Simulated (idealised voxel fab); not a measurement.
The following process module bears the name voxel released beams.
In the cross-section labelled cut, the width is 195 nm and each square cell is 5 nm.
Square cells in a grid make up a cross-section in this document, and the grid is given as bands, listed from the top down, each one or more rows of cells. Band: top and bottom heights (nm) first, top before bottom; then materials from left to right, widths in nm. "everywhere" marks a sole material filling the band edge to edge. "air" denotes empty space. Heights are measured from 0, the level below which the as-received wafer is all one material; the lowest band has no bottom and continues downward, written as in "0..down". A two-number width, for instance "30..40", indicates that the width is equal to the first number in the top row of the band and to the second number in the bottom row, and that it changes by a constant amount per row of cells. Any step labelled "nothing was modified" changed none of the cells in the cross-section. Unvented internal voids: empty space of 8 cells or more with no open way to the top, each as width x height at its distance from the left edge, in nm. Post-settings text on a step line: simulator's own remark regarding the step. Steps that use a mask can have "overlay nm" on their line. It says how far the mask sat to the right of where it was meant to be. Negative means to the left.
PROCESS STEPS FORESEEN IN THE PLAN
1 RECEIVE with material Si
2 CONFORMAL_DEP with material Al2O3, thk nm 10
3 DIRECTIONAL_DEP with material SiO2, thk nm 15
4 DIRECTIONAL_DEP with material aC, thk nm 10
5 PATTERN with tone open, mask id ANCHOR, material resist, width nm 40, thk nm 30, overlay nm 0
6 DIRECTIONAL_ETCH with etch materials aC, depth nm 10
7 STRIP with etch materials resist
8 DIRECTIONAL_ETCH with etch materials SiO2, depth nm 15
9 STRIP with etch materials aC
10 CONFORMAL_DEP with material SiN, thk nm 15
11 MASKED_ETCH with tone cover, mask id BEAM, width nm 85, etch materials SiN, depth nm 15, overlay nm 0
12 STRIP with etch materials SiO2
CONCERNING THE FIRST OF TWO WAFERS, WHICH WAS RUN IN ACCORDANCE WITH THE PLAN
SO THIS IS THE INCOMING WAFER IN CROSS-SECTION - IT'S ALREADY BEEN THROUGH STEP 1
	0..down = Si everywhere
	Unvented internal voids: none
SECTIONAL VIEW: WAFER, AFTER STEP 2
	10..0 = Al2O3 everywhere
	No changes below 0.
SECTIONAL VIEW: WAFER, AFTER STEP 3
	25..10 = SiO2 everywhere
	No changes below 10.
SECTIONAL VIEW: WAFER, AFTER STEP 4
	35..25 = aC everywhere
	No changes below 25.
SECTIONAL VIEW: WAFER, AFTER STEP 5
	65..35 = resist 55 / air 40 / resist 100
	No changes below 35.
SECTIONAL VIEW: WAFER, AFTER STEP 6
	55..35 = resist 55 / air 40 / resist 100
	35..25 = aC 55 / air 40 / aC 100
	No changes below 25.
SECTIONAL VIEW: WAFER, AFTER STEP 7
	35..25 = aC 55 / air 40 / aC 100
	No changes below 25.
SECTIONAL VIEW: WAFER, AFTER STEP 8
	35..25 = aC 55 / air 40 / aC 100
	25..10 = SiO2 55 / air 40 / SiO2 100
	No changes below 10.
SECTIONAL VIEW: WAFER, AFTER STEP 9
	25..10 = SiO2 55 / air 40 / SiO2 100
	No changes below 10.
SECTIONAL VIEW: WAFER, AFTER STEP 10
	40..25 = SiN 70 / air 10 / SiN 115
	25..10 = SiO2 55 / SiN 40 / SiO2 100
	No changes below 10.
SECTIONAL VIEW: WAFER, AFTER STEP 11
	40..25 = air 50 / SiN 20 / air 10 / SiN 55 / air 60
	No changes below 25.
SECTIONAL VIEW: WAFER, AFTER STEP 12
	40..25 = air 50 / SiN 20 / air 10 / SiN 55 / air 60
	25..10 = air 55 / SiN 40 / air 100
	No changes below 10.
NOW THE OTHER WAFER: SAME START, SAME RECIPE, BUT WE MESSED UP ONE THING WHEN RUNNING IT. UP TO AND INCLUDING STEP 1 IT'S THE SAME AS THE FIRST ONE
Cross-section of the second wafer at the time step 2 of the plan should have ended: nothing was modified
CROSS-SECTION OF THE SECOND WAFER AT THE TIME STEP 3 OF THE PLAN SHOULD HAVE ENDED
	15..0 = SiO2 everywhere
	No changes below 0.
CROSS-SECTION OF THE SECOND WAFER AT THE TIME STEP 4 OF THE PLAN SHOULD HAVE ENDED
	25..15 = aC everywhere
	No changes below 15.
CROSS-SECTION OF THE SECOND WAFER AT THE TIME STEP 5 OF THE PLAN SHOULD HAVE ENDED
	55..25 = resist 55 / air 40 / resist 100
	No changes below 25.
CROSS-SECTION OF THE SECOND WAFER AT THE TIME STEP 6 OF THE PLAN SHOULD HAVE ENDED
	45..25 = resist 55 / air 40 / resist 100
	25..15 = aC 55 / air 40 / aC 100
	No changes below 15.
CROSS-SECTION OF THE SECOND WAFER AT THE TIME STEP 7 OF THE PLAN SHOULD HAVE ENDED
	25..15 = aC 55 / air 40 / aC 100
	No changes below 15.
CROSS-SECTION OF THE SECOND WAFER AT THE TIME STEP 8 OF THE PLAN SHOULD HAVE ENDED
	25..15 = aC 55 / air 40 / aC 100
	15..0 = SiO2 55 / air 40 / SiO2 100
	No changes below 0.
CROSS-SECTION OF THE SECOND WAFER AT THE TIME STEP 9 OF THE PLAN SHOULD HAVE ENDED
	15..0 = SiO2 55 / air 40 / SiO2 100
	No changes below 0.
CROSS-SECTION OF THE SECOND WAFER AT THE TIME STEP 10 OF THE PLAN SHOULD HAVE ENDED
	30..15 = SiN 70 / air 10 / SiN 115
	15..0 = SiO2 55 / SiN 40 / SiO2 100
	No changes below 0.
CROSS-SECTION OF THE SECOND WAFER AT THE TIME STEP 11 OF THE PLAN SHOULD HAVE ENDED
	30..15 = air 50 / SiN 20 / air 10 / SiN 55 / air 60
	No changes below 15.
CROSS-SECTION OF THE SECOND WAFER AT THE TIME STEP 12 OF THE PLAN SHOULD HAVE ENDED
	30..15 = air 50 / SiN 20 / air 10 / SiN 55 / air 60
	15..0 = air 55 / SiN 40 / air 100
	No changes below 0.
Want to know what went wrong? execution of step 2 of the plan did not take place, the step having been omitted
Cell-count delta at end, second wafer over first, by material: 78 fewer of Al2O3
